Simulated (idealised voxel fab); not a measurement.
A process module follows: voxel fin reveal.
FYI the section here is cut, 250 nm wide, cells are 5 nm squares.
Reading order for cross-sections: top band down to bottom band. Underlying form: a grid of square cells. Band size: one or more rows of cells.
Quick guide to a band line: top height, bottom height (nm) up front; then every material left to right with its width in nm. Only one material and it's marked "edge to edge"? Then it fills the band edge to edge. And "air" just means empty space.
For the purposes of this specification, 0 denotes the height below which the wafer in its as-received condition is composed wholly of one material, and the lowermost band, lacking a lower limit, extends downward without end, as expressed in "0..down".
Graded width ("30..40"): value in top row of band = first number; value in bottom row = second number; row-to-row change constant.
"no modifications" -> step changed no cross-section cell.
Enclosed voids (no open way to top), threshold 8 cells or more, entry "Fully sealed voids", notation width x height at distance, distance from left edge, nm.
If you see something after the settings on a step's line, that's the simulator's own remark about that step.
"overlay nm", when on a step's line for a step with a mask, measures how far to the right of its planned place the mask lay; a negative measure means to the left.
Listed below are the process steps as planned:
1. RECEIVE [material Si]
2. CONFORMAL_DEP [material SiN] [thk nm 5]
3. DIRECTIONAL_DEP [material aC] [thk nm 15]
4. PATTERN [tone cover] [mask id FINS] [material resist] [width nm 15] [pitch nm 35] [thk nm 35] [overlay nm 0]
5. DIRECTIONAL_ETCH [etch materials aC] [depth nm 15]
6. STRIP [etch materials resist]
7. DIRECTIONAL_ETCH [etch materials SiN] [depth nm 5]
8. DIRECTIONAL_ETCH [etch materials Si] [depth nm 30]
9. STRIP [etch materials aC]
10. OXIDIZE [depth nm 5]
11. FILL_DEP [material SiO2] [thk nm 15]
12. CMP [height nm 5]
13. SELECTIVE_ETCH [etch materials SiO2] [depth nm 15]
14. STRIP [etch materials SiN]
Here's what the wafer looked like in cross-section when it arrived - that's after step 1:
- 0..down | Si edge to edge
- Fully sealed voids: none
Cross-section at module end, one run error; start and plan unchanged from above:
- 0..-10 | air 70, Si 5, air 30, Si 5, air 30, Si 5, air 30, Si 5, air 70
- -10..-15 | SiO2 50, air 20, Si 5, air 30, Si 5, air 30, Si 5, air 30, Si 5, air 20, SiO2 50
- -15..-35 | SiO2 70, Si 5, SiO2 30, Si 5, SiO2 30, Si 5, SiO2 30, Si 5, SiO2 70
- -35..down | Si edge to edge
- Fully sealed voids: none
Short version of what went wrong: the run placed steps 13 and 14 each in the position the plan gave to the other
